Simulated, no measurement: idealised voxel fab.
Process module in this document: voxel wiring stack
The cross-section shown here is cut; it is 240 nm wide and divided into square cells measuring 5 nm on a side.
Square cells in a grid make up a cross-section in this document, and the grid is given as bands, listed from the top down, each one or more rows of cells.
This entry defines a band. It first specifies the height of the band's top and the height of its bottom in nm, and then specifies the band's materials from left to right, stating each material with its width in nm. The word "edge to edge" identifies a single material that fills the band from edge to edge, while the word "empty" identifies empty space.
Heads up on the height convention: 0 is the point under which the incoming wafer is all one material, and the lowest band has no bottom, it just keeps going down, like "0 and below".
Think of "30->40" as a width that walks from the first number to the second as you go down the band, top row to bottom row, taking equal-sized steps from row to row.
Where a step carries "nothing got changed", the cross-section came out of it unchanged, cell for cell.
Reported under the label "Enclosed cavities" are the empty spaces having no open way to the top and comprising 8 cells or more; the notation for each is width x height at distance, in which the distance is measured from the left edge and all three values are in nm.
That trailing text on a step's line, after the settings, is the simulator's own remark on the step.
overlay nm: right-of-plan distance of the mask on a masked step; negative values mean left-of-plan.
# Steps in the process plan
| 1 | RECEIVE [material Si] |
| 2 | CONFORMAL_DEP [material SiO2] [thk nm 10] |
| 3 | DIRECTIONAL_DEP [material TiN] [thk nm 5] |
| 4 | DIRECTIONAL_DEP [material W] [thk nm 25] |
| 5 | MASKED_ETCH [tone cover] [mask id METAL_1] [width nm 20] [pitch nm 40] [etch materials W] [depth nm 25] [overlay nm 0] |
| 6 | MASKED_ETCH [tone cover] [mask id METAL_1] [width nm 20] [pitch nm 40] [etch materials TiN] [depth nm 5] [overlay nm 0] |
| 7 | FILL_DEP [material lowk] [thk nm 5] |
| 8 | CMP [height nm 40] |
| 9 | CONFORMAL_DEP [material SiCN] [thk nm 5] |
| 10 | DIRECTIONAL_DEP [material lowk] [thk nm 10] |
| 11 | MASKED_ETCH [tone open] [mask id PLUG_1] [width nm 15] [pitch nm 40] [etch materials lowk] [depth nm 10] [overlay nm 0] |
| 12 | MASKED_ETCH [tone open] [mask id PLUG_1] [width nm 15] [pitch nm 40] [etch materials SiCN] [depth nm 5] [overlay nm 0] |
| 13 | EPI [material Ru] [thk nm 10] |
| 14 | EPI [material Ru] [thk nm 5] |
| 15 | CONFORMAL_DEP [material SiCN] [thk nm 5] |
| 16 | DIRECTIONAL_DEP [material lowk] [thk nm 15] |
| 17 | PATTERN [tone open] [mask id METAL_2] [material resist] [width nm 20] [pitch nm 40] [thk nm 15] [overlay nm 0] |
| 18 | DIRECTIONAL_ETCH [etch materials lowk] [depth nm 15] |
| 19 | DIRECTIONAL_ETCH [etch materials SiCN] [depth nm 5] |
| 20 | STRIP [etch materials resist] |
| 21 | CONFORMAL_DEP [material TiN] [thk nm 5] |
| 22 | FILL_DEP [material Cu] [thk nm 10] |
| 23 | CMP [height nm 75] |
| 24 | EPI [material Ru] [thk nm 5] |
| 25 | FILL_DEP [material SiCN] [thk nm 5] |
| 26 | DIRECTIONAL_DEP [material lowk] [thk nm 20] |
| 27 | MASKED_ETCH [tone open] [mask id PLUG_2] [width nm 15] [pitch nm 80] [etch materials lowk] [depth nm 20] [overlay nm 0] |
| 28 | MASKED_ETCH [tone open] [mask id PLUG_2] [width nm 15] [pitch nm 80] [etch materials SiCN] [depth nm 5] [overlay nm 0] |
| 29 | EPI [material Ru] [thk nm 10] |
| 30 | EPI [material Ru] [thk nm 10] |
| 31 | EPI [material Ru] [thk nm 5] |
| 32 | CONFORMAL_DEP [material SiCN] [thk nm 5] |
| 33 | DIRECTIONAL_DEP [material lowk] [thk nm 25] |
| 34 | PATTERN [tone open] [mask id METAL_3] [material resist] [width nm 20] [pitch nm 40] [thk nm 20] [overlay nm 0] |
| 35 | DIRECTIONAL_ETCH [etch materials lowk] [depth nm 25] |
| 36 | DIRECTIONAL_ETCH [etch materials SiCN] [depth nm 5] |
| 37 | STRIP [etch materials resist] |
| 38 | CONFORMAL_DEP [material TiN] [thk nm 5] |
| 39 | FILL_DEP [material Ru] [thk nm 10] |
| 40 | CMP [height nm 135] |
| 41 | CONFORMAL_DEP [material SiCN] [thk nm 5] |
# The first of a set of two wafers, run to plan
# As received (post step 1): cross-section
- 0 and below  Si edge to edge
- Enclosed cavities: none
# Cross-section of the wafer after step 2
- 10 down to 0  SiO2 edge to edge
- Unchanged below 0.
# Cross-section of the wafer after step 3
- 15 down to 10  TiN edge to edge
- Unchanged below 10.
# Cross-section of the wafer after step 4
- 40 down to 15  W edge to edge
- Unchanged below 15.
# Cross-section of the wafer after step 5
- 40 down to 15  empty: 50  W: 20  empty: 20  W: 20  empty: 20  W: 20  empty: 20  W: 20  empty: 50
- Unchanged below 15.
# Cross-section of the wafer after step 6
- 40 down to 15  empty: 50  W: 20  empty: 20  W: 20  empty: 20  W: 20  empty: 20  W: 20  empty: 50
- 15 down to 10  empty: 50  TiN: 20  empty: 20  TiN: 20  empty: 20  TiN: 20  empty: 20  TiN: 20  empty: 50
- Unchanged below 10.
# Cross-section of the wafer after step 7
- 45 down to 40  lowk edge to edge
- 40 down to 15  lowk: 50  W: 20  lowk: 20  W: 20  lowk: 20  W: 20  lowk: 20  W: 20  lowk: 50
- 15 down to 10  lowk: 50  TiN: 20  lowk: 20  TiN: 20  lowk: 20  TiN: 20  lowk: 20  TiN: 20  lowk: 50
- Unchanged below 10.
# Cross-section of the wafer after step 8
- 40 down to 15  lowk: 50  W: 20  lowk: 20  W: 20  lowk: 20  W: 20  lowk: 20  W: 20  lowk: 50
- Unchanged below 15.
# Cross-section of the wafer after step 9
- 45 down to 40  SiCN edge to edge
- Unchanged below 40.
# Cross-section of the wafer after step 10
- 55 down to 45  lowk edge to edge
- Unchanged below 45.
# Cross-section of the wafer after step 11
- 55 down to 45  lowk: 50  empty: 15  lowk: 25  empty: 15  lowk: 25  empty: 15  lowk: 25  empty: 15  lowk: 55
- Unchanged below 45.
# Cross-section of the wafer after step 12
- 55 down to 45  lowk: 50  empty: 15  lowk: 25  empty: 15  lowk: 25  empty: 15  lowk: 25  empty: 15  lowk: 55
- 45 down to 40  SiCN: 50  empty: 15  SiCN: 25  empty: 15  SiCN: 25  empty: 15  SiCN: 25  empty: 15  SiCN: 55
- Unchanged below 40.
# Cross-section of the wafer after step 13
- 55 down to 50  lowk: 50  empty: 15  lowk: 25  empty: 15  lowk: 25  empty: 15  lowk: 25  empty: 15  lowk: 55
- 50 down to 45  lowk: 50  Ru: 15  lowk: 25  Ru: 15  lowk: 25  Ru: 15  lowk: 25  Ru: 15  lowk: 55
- 45 down to 40  SiCN: 50  Ru: 15  SiCN: 25  Ru: 15  SiCN: 25  Ru: 15  SiCN: 25  Ru: 15  SiCN: 55
- Unchanged below 40.
# Cross-section of the wafer after step 14
- 55 down to 45  lowk: 50  Ru: 15  lowk: 25  Ru: 15  lowk: 25  Ru: 15  lowk: 25  Ru: 15  lowk: 55
- Unchanged below 45.
# Cross-section of the wafer after step 15
- 60 down to 55  SiCN edge to edge
- Unchanged below 55.
# Cross-section of the wafer after step 16
- 75 down to 60  lowk edge to edge
- Unchanged below 60.
# Cross-section of the wafer after step 17
- 90 down to 75  resist: 50  empty: 20  resist: 20  empty: 20  resist: 20  empty: 20  resist: 20  empty: 20  resist: 50
- Unchanged below 75.
# Cross-section of the wafer after step 18
- 90 down to 75  resist: 50  empty: 20  resist: 20  empty: 20  resist: 20  empty: 20  resist: 20  empty: 20  resist: 50
- 75 down to 60  lowk: 50  empty: 20  lowk: 20  empty: 20  lowk: 20  empty: 20  lowk: 20  empty: 20  lowk: 50
- Unchanged below 60.
# Cross-section of the wafer after step 19
- 90 down to 75  resist: 50  empty: 20  resist: 20  empty: 20  resist: 20  empty: 20  resist: 20  empty: 20  resist: 50
- 75 down to 60  lowk: 50  empty: 20  lowk: 20  empty: 20  lowk: 20  empty: 20  lowk: 20  empty: 20  lowk: 50
- 60 down to 55  SiCN: 50  empty: 20  SiCN: 20  empty: 20  SiCN: 20  empty: 20  SiCN: 20  empty: 20  SiCN: 50
- Unchanged below 55.
# Cross-section of the wafer after step 20
- 75 down to 60  lowk: 50  empty: 20  lowk: 20  empty: 20  lowk: 20  empty: 20  lowk: 20  empty: 20  lowk: 50
- Unchanged below 60.
# Cross-section of the wafer after step 21
- 80 down to 75  TiN: 55  empty: 10  TiN: 30  empty: 10  TiN: 30  empty: 10  TiN: 30  empty: 10  TiN: 55
- 75 down to 60  lowk: 50  TiN: 5  empty: 10  TiN: 5  lowk: 20  TiN: 5  empty: 10  TiN: 5  lowk: 20  TiN: 5  empty: 10  TiN: 5  lowk: 20  TiN: 5  empty: 10  TiN: 5  lowk: 50
- 60 down to 55  SiCN: 50  TiN: 20  SiCN: 20  TiN: 20  SiCN: 20  TiN: 20  SiCN: 20  TiN: 20  SiCN: 50
- Unchanged below 55.
# Cross-section of the wafer after step 22
- 90 down to 80  Cu edge to edge
- 80 down to 75  TiN: 55  Cu: 10  TiN: 30  Cu: 10  TiN: 30  Cu: 10  TiN: 30  Cu: 10  TiN: 55
- 75 down to 60  lowk: 50  TiN: 5  Cu: 10  TiN: 5  lowk: 20  TiN: 5  Cu: 10  TiN: 5  lowk: 20  TiN: 5  Cu: 10  TiN: 5  lowk: 20  TiN: 5  Cu: 10  TiN: 5  lowk: 50
- Unchanged below 60.
# Cross-section of the wafer after step 23
- 75 down to 60  lowk: 50  TiN: 5  Cu: 10  TiN: 5  lowk: 20  TiN: 5  Cu: 10  TiN: 5  lowk: 20  TiN: 5  Cu: 10  TiN: 5  lowk: 20  TiN: 5  Cu: 10  TiN: 5  lowk: 50
- Unchanged below 60.
# Cross-section of the wafer after step 24
- 80 down to 75  empty: 45  Ru: 30  empty: 10  Ru: 30  empty: 10  Ru: 30  empty: 10  Ru: 30  empty: 45
- Unchanged below 75.
# Cross-section of the wafer after step 25
- 85 down to 80  SiCN edge to edge
- 80 down to 75  SiCN: 45  Ru: 30  SiCN: 10  Ru: 30  SiCN: 10  Ru: 30  SiCN: 10  Ru: 30  SiCN: 45
- Unchanged below 75.
# Cross-section of the wafer after step 26
- 105 down to 85  lowk edge to edge
- Unchanged below 85.
# Cross-section of the wafer after step 27
- 105 down to 85  lowk: 50  empty: 15  lowk: 65  empty: 15  lowk: 95
- Unchanged below 85.
# Cross-section of the wafer after step 28
- 105 down to 85  lowk: 50  empty: 15  lowk: 65  empty: 15  lowk: 95
- 85 down to 80  SiCN: 50  empty: 15  SiCN: 65  empty: 15  SiCN: 95
- Unchanged below 80.
# Cross-section of the wafer after step 29
- 105 down to 90  lowk: 50  empty: 15  lowk: 65  empty: 15  lowk: 95
- 90 down to 85  lowk: 50  Ru: 15  lowk: 65  Ru: 15  lowk: 95
- 85 down to 80  SiCN: 50  Ru: 15  SiCN: 65  Ru: 15  SiCN: 95
- Unchanged below 80.
# Cross-section of the wafer after step 30
- 105 down to 100  lowk: 50  empty: 15  lowk: 65  empty: 15  lowk: 95
- 100 down to 85  lowk: 50  Ru: 15  lowk: 65  Ru: 15  lowk: 95
- Unchanged below 85.
# Cross-section of the wafer after step 31
- 105 down to 85  lowk: 50  Ru: 15  lowk: 65  Ru: 15  lowk: 95
- Unchanged below 85.
# Cross-section of the wafer after step 32
- 110 down to 105  SiCN edge to edge
- Unchanged below 105.
# Cross-section of the wafer after step 33
- 135 down to 110  lowk edge to edge
- Unchanged below 110.
# Cross-section of the wafer after step 34
- 155 down to 135  resist: 50  empty: 20  resist: 20  empty: 20  resist: 20  empty: 20  resist: 20  empty: 20  resist: 50
- Unchanged below 135.
# Cross-section of the wafer after step 35
- 155 down to 135  resist: 50  empty: 20  resist: 20  empty: 20  resist: 20  empty: 20  resist: 20  empty: 20  resist: 50
- 135 down to 110  lowk: 50  empty: 20  lowk: 20  empty: 20  lowk: 20  empty: 20  lowk: 20  empty: 20  lowk: 50
- Unchanged below 110.
# Cross-section of the wafer after step 36
- 155 down to 135  resist: 50  empty: 20  resist: 20  empty: 20  resist: 20  empty: 20  resist: 20  empty: 20  resist: 50
- 135 down to 110  lowk: 50  empty: 20  lowk: 20  empty: 20  lowk: 20  empty: 20  lowk: 20  empty: 20  lowk: 50
- 110 down to 105  SiCN: 50  empty: 20  SiCN: 20  empty: 20  SiCN: 20  empty: 20  SiCN: 20  empty: 20  SiCN: 50
- Unchanged below 105.
# Cross-section of the wafer after step 37
- 135 down to 110  lowk: 50  empty: 20  lowk: 20  empty: 20  lowk: 20  empty: 20  lowk: 20  empty: 20  lowk: 50
- Unchanged below 110.
# Cross-section of the wafer after step 38
- 140 down to 135  TiN: 55  empty: 10  TiN: 30  empty: 10  TiN: 30  empty: 10  TiN: 30  empty: 10  TiN: 55
- 135 down to 110  lowk: 50  TiN: 5  empty: 10  TiN: 5  lowk: 20  TiN: 5  empty: 10  TiN: 5  lowk: 20  TiN: 5  empty: 10  TiN: 5  lowk: 20  TiN: 5  empty: 10  TiN: 5  lowk: 50
- 110 down to 105  SiCN: 50  TiN: 20  SiCN: 20  TiN: 20  SiCN: 20  TiN: 20  SiCN: 20  TiN: 20  SiCN: 50
- Unchanged below 105.
# Cross-section of the wafer after step 39
- 150 down to 140  Ru edge to edge
- 140 down to 135  TiN: 55  Ru: 10  TiN: 30  Ru: 10  TiN: 30  Ru: 10  TiN: 30  Ru: 10  TiN: 55
- 135 down to 110  lowk: 50  TiN: 5  Ru: 10  TiN: 5  lowk: 20  TiN: 5  Ru: 10  TiN: 5  lowk: 20  TiN: 5  Ru: 10  TiN: 5  lowk: 20  TiN: 5  Ru: 10  TiN: 5  lowk: 50
- Unchanged below 110.
# Cross-section of the wafer after step 40
- 135 down to 110  lowk: 50  TiN: 5  Ru: 10  TiN: 5  lowk: 20  TiN: 5  Ru: 10  TiN: 5  lowk: 20  TiN: 5  Ru: 10  TiN: 5  lowk: 20  TiN: 5  Ru: 10  TiN: 5  lowk: 50
- Unchanged below 110.
# Cross-section of the wafer after step 41
- 140 down to 135  SiCN edge to edge
- Unchanged below 135.
# Second wafer, same starting state and plan as the first, one mistake in the run, identical through step 25
# Second wafer shown in cross-section at the time step 26 was slated to end
- 125 down to 85  lowk edge to edge
- Unchanged below 85.
# Second wafer shown in cross-section at the time step 27 was slated to end
- 125 down to 105  lowk: 50  empty: 15  lowk: 65  empty: 15  lowk: 95
- Unchanged below 105.
Second wafer shown in cross-section at the time step 28 was slated to end: nothing got changed
Second wafer shown in cross-section at the time step 29 was slated to end: nothing got changed
Second wafer shown in cross-section at the time step 30 was slated to end: nothing got changed
Second wafer shown in cross-section at the time step 31 was slated to end: nothing got changed
# Second wafer shown in cross-section at the time step 32 was slated to end
- 130 down to 125  SiCN: 55  empty: 5  SiCN: 75  empty: 5  SiCN: 100
- 125 down to 110  lowk: 50  SiCN: 5  empty: 5  SiCN: 5  lowk: 65  SiCN: 5  empty: 5  SiCN: 5  lowk: 95
- 110 down to 105  lowk: 50  SiCN: 15  lowk: 65  SiCN: 15  lowk: 95
- Unchanged below 105.
# Second wafer shown in cross-section at the time step 33 was slated to end
- 155 down to 135  lowk: 55  empty: 5  lowk: 75  empty: 5  lowk: 100
- 135 down to 130  lowk edge to edge
- 130 down to 125  SiCN: 55  lowk: 5  SiCN: 75  lowk: 5  SiCN: 100
- 125 down to 110  lowk: 50  SiCN: 5  lowk: 5  SiCN: 5  lowk: 65  SiCN: 5  lowk: 5  SiCN: 5  lowk: 95
- Unchanged below 110.
# Second wafer shown in cross-section at the time step 34 was slated to end
- 175 down to 155  resist: 50  empty: 20  resist: 20  empty: 20  resist: 20  empty: 20  resist: 20  empty: 20  resist: 50
- Unchanged below 155.
# Second wafer shown in cross-section at the time step 35 was slated to end
- 175 down to 155  resist: 50  empty: 20  resist: 20  empty: 20  resist: 20  empty: 20  resist: 20  empty: 20  resist: 50
- 155 down to 130  lowk: 50  empty: 20  lowk: 20  empty: 20  lowk: 20  empty: 20  lowk: 20  empty: 20  lowk: 50
- 130 down to 125  SiCN: 55  empty: 5  SiCN: 75  empty: 5  SiCN: 100
- 125 down to 110  lowk: 50  SiCN: 5  empty: 5  SiCN: 5  lowk: 65  SiCN: 5  empty: 5  SiCN: 5  lowk: 95
- Unchanged below 110.
# Second wafer shown in cross-section at the time step 36 was slated to end
- 175 down to 155  resist: 50  empty: 20  resist: 20  empty: 20  resist: 20  empty: 20  resist: 20  empty: 20  resist: 50
- 155 down to 130  lowk: 50  empty: 20  lowk: 20  empty: 20  lowk: 20  empty: 20  lowk: 20  empty: 20  lowk: 50
- 130 down to 125  SiCN: 50  empty: 20  SiCN: 20  empty: 20  SiCN: 20  empty: 20  SiCN: 20  empty: 20  SiCN: 50
- 125 down to 105  lowk: 50  SiCN: 5  empty: 5  SiCN: 5  lowk: 65  SiCN: 5  empty: 5  SiCN: 5  lowk: 95
- Unchanged below 105.
# Second wafer shown in cross-section at the time step 37 was slated to end
- 155 down to 130  lowk: 50  empty: 20  lowk: 20  empty: 20  lowk: 20  empty: 20  lowk: 20  empty: 20  lowk: 50
- Unchanged below 130.
# Second wafer shown in cross-section at the time step 38 was slated to end
- 160 down to 155  TiN: 55  empty: 10  TiN: 30  empty: 10  TiN: 30  empty: 10  TiN: 30  empty: 10  TiN: 55
- 155 down to 130  lowk: 50  TiN: 5  empty: 10  TiN: 5  lowk: 20  TiN: 5  empty: 10  TiN: 5  lowk: 20  TiN: 5  empty: 10  TiN: 5  lowk: 20  TiN: 5  empty: 10  TiN: 5  lowk: 50
- 130 down to 125  SiCN: 50  TiN: 20  SiCN: 20  TiN: 20  SiCN: 20  TiN: 20  SiCN: 20  TiN: 20  SiCN: 50
- 125 down to 105  lowk: 50  SiCN: 5  TiN: 5  SiCN: 5  lowk: 65  SiCN: 5  TiN: 5  SiCN: 5  lowk: 95
- Unchanged below 105.
# Second wafer shown in cross-section at the time step 39 was slated to end
- 170 down to 160  Ru edge to edge
- 160 down to 155  TiN: 55  Ru: 10  TiN: 30  Ru: 10  TiN: 30  Ru: 10  TiN: 30  Ru: 10  TiN: 55
- 155 down to 130  lowk: 50  TiN: 5  Ru: 10  TiN: 5  lowk: 20  TiN: 5  Ru: 10  TiN: 5  lowk: 20  TiN: 5  Ru: 10  TiN: 5  lowk: 20  TiN: 5  Ru: 10  TiN: 5  lowk: 50
- Unchanged below 130.
# Second wafer shown in cross-section at the time step 40 was slated to end
- 135 down to 130  lowk: 50  TiN: 5  Ru: 10  TiN: 5  lowk: 20  TiN: 5  Ru: 10  TiN: 5  lowk: 20  TiN: 5  Ru: 10  TiN: 5  lowk: 20  TiN: 5  Ru: 10  TiN: 5  lowk: 50
- Unchanged below 130.
# Second wafer shown in cross-section at the time step 41 was slated to end
- 140 down to 135  SiCN edge to edge
- Unchanged below 135.
Where did the run depart from the plan? heads up, step 26 of the plan got done twice
The second wafer ends with more or fewer cells of some materials than the first, per final count: -62 Ru | +22 SiCN | -24 TiN | +64 lowk
